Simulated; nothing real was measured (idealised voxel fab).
This section sets out a process module, namely voxel fin reveal.
Square cell edge 5 nm, section width 255 nm, ID cut.
Cross-section spec: square-cell grid; bands listed top down; each band is one or more rows. Heights first: top, then bottom, in nm. Then materials, left to right, each with a width in nm. "edge to edge" on a single material: fills the band edge to edge. "air": empty space. Height 0 is the level under which the wafer as received is all one material. The lowest band goes on downwards, as in "0..down". It should be noted that a width expressed as "30..40" varies in equal increments from row to row of cells within the band, taking the value of the first number at the top row and that of the second number at the bottom row. "remained the same" after a step means that no cell of the cross-section changed. Entry "Sealed internal cavities" = empty spaces >= 8 cells with no open way to the top; each as width x height at distance, distance from left edge, all nm. Where a step's line continues beyond its settings, the continuation is a remark by the simulator itself on that step. overlay nm: how far to the right of its planned place the mask lay on this masked step (negative: to the left).
THIS SECTION LISTS THE PROCESS STEPS THAT WERE PLANNED
step 1: RECEIVE | material Si
step 2: CONFORMAL_DEP | material SiN | thk nm 10
step 3: PATTERN | tone cover | mask id FINS | material resist | width nm 15 | pitch nm 40 | thk nm 15 | overlay nm 0
step 4: DIRECTIONAL_ETCH | etch materials SiN | depth nm 10
step 5: DIRECTIONAL_ETCH | etch materials Si | depth nm 35
step 6: STRIP | etch materials resist
step 7: OXIDIZE | depth nm 5
step 8: FILL_DEP | material SiO2 | thk nm 15
step 9: CMP | height nm 10
step 10: SELECTIVE_ETCH | etch materials SiO2 | depth nm 35
step 11: STRIP | etch materials SiN
CROSS-SECTION OF THE WAFER AS IT CAME TO US, I.E., ALREADY THROUGH STEP 1
    0..down: Si edge to edge
    Sealed internal cavities: none
A WAFER AT THE END: THIS START, THIS PLAN, ONE MISTAKE
    0..-35: air 80; SiO2 5; Si 5; SiO2 5; air 25; SiO2 5; Si 5; SiO2 5; air 25; SiO2 5; Si 5; SiO2 5; air 80
    -35..-40: SiO2 85; Si 5; SiO2 35; Si 5; SiO2 35; Si 5; SiO2 85
    -40..down: Si edge to edge
    Sealed internal cavities: none
Short version of what went wrong: rather than as planned, step 8 actually ran as FILL_DEP | material SiN | thk nm 15
